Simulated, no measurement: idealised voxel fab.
Process module, titled voxel fin reveal
It is cross-section cut that appears here, measuring 265 nm in width, its square cells being 5 nm in size.
Throughout this document, each cross-section is represented as a grid of square cells and is presented as a sequence of bands enumerated from the top downward, where a band comprises one or more rows of cells. Top height, bottom height, nm. Materials left to right, width each, nm. Single material + "all across" = fills band edge to edge. "air" = empty. It should be noted that heights are counted from 0, beneath which the wafer as supplied is of one material throughout, and that the lowest band possesses no lower boundary but continues downward, as written in "0 and below". Graded width ("30->40"): value in top row of band = first number; value in bottom row = second number; row-to-row change constant. It should be understood that the words "identical to before", when stated for a given step, signify that the cross-section underwent no change in any of its cells during that step. "Closed void list" specifies each empty space that is not open to the top and that occupies no fewer than 8 cells, using the form width x height at distance, the distance measured from the left edge and all three quantities in nm. Post-settings text on a step line: simulator's own remark regarding the step. Each step line may optionally specify "overlay nm", which for a step with a mask gives the rightward distance between the mask's planned place and where it lay, a negative value indicating the leftward direction.

THE PROCESS STEPS THAT WERE PLANNED ARE LISTED BELOW
1. RECEIVE | material Si
2. CONFORMAL_DEP | material SiN | thk nm 10
3. DIRECTIONAL_DEP | material aC | thk nm 15
4. PATTERN | tone cover | mask id FINS | material resist | width nm 15 | pitch nm 40 | thk nm 35 | overlay nm 0
5. DIRECTIONAL_ETCH | etch materials aC | depth nm 15
6. STRIP | etch materials resist
7. DIRECTIONAL_ETCH | etch materials SiN | depth nm 10
8. DIRECTIONAL_ETCH | etch materials Si | depth nm 30
9. STRIP | etch materials aC
10. OXIDIZE | depth nm 5
11. FILL_DEP | material SiO2 | thk nm 10
12. CMP | height nm 10
13. SELECTIVE_ETCH | etch materials SiO2 | depth nm 30
14. STRIP | etch materials SiN
15. CONFORMAL_DEP | material SiO2 | thk nm 5
The wafers are alike at the start. At step 4, their width nm differs. The plan lists the first wafer's value.

THE FIRST OF SEVERAL WAFERS IN CROSS-SECTION, EXACTLY AS IT REACHED US AFTER STEP 1
  0 and below | Si all across
  Closed void list: none

CROSS-SECTION AFTER STEP 15, THE FINAL STEP OF THE MODULE, FOR THE FIRST OF SEVERAL WAFERS
  5 down to 0 | air 85 nm  SiO2 15 nm  air 25 nm  SiO2 15 nm  air 25 nm  SiO2 15 nm  air 85 nm
  0 down to -15 | air 85 nm  SiO2 5 nm  Si 5 nm  SiO2 5 nm  air 25 nm  SiO2 5 nm  Si 5 nm  SiO2 5 nm  air 25 nm  SiO2 5 nm  Si 5 nm  SiO2 5 nm  air 85 nm
  -15 down to -35 | SiO2 90 nm  Si 5 nm  SiO2 35 nm  Si 5 nm  SiO2 35 nm  Si 5 nm  SiO2 90 nm
  -35 and below | Si all across
  Closed void list: none

CROSS-SECTION, LAST WAFER, MODULE COMPLETION
  5 down to 0 | air 80 nm  SiO2 25 nm  air 15 nm  SiO2 25 nm  air 15 nm  SiO2 25 nm  air 80 nm
  0 down to -15 | air 80 nm  SiO2 5 nm  Si 15 nm  SiO2 5 nm  air 15 nm  SiO2 5 nm  Si 15 nm  SiO2 5 nm  air 15 nm  SiO2 5 nm  Si 15 nm  SiO2 5 nm  air 80 nm
  -15 down to -35 | SiO2 85 nm  Si 15 nm  SiO2 25 nm  Si 15 nm  SiO2 25 nm  Si 15 nm  SiO2 85 nm
  -35 and below | Si all across
  Closed void list: none

TAKE ANY ROW AND YOU HAVE A WAFER AT THE END OF THE MODULE: HOW MANY CELLS OF EACH MATERIAL IT HAS GAINED (+) OR LOST (-) SINCE IT WAS RECEIVED, AND THEN ITS CLOSED VOIDS
width nm 15 | -350 Si | +227 SiO2 | Closed void list: none
width nm 20 | -329 Si | +218 SiO2 | Closed void list: none
width nm 25 | -308 Si | +209 SiO2 | Closed void list: none
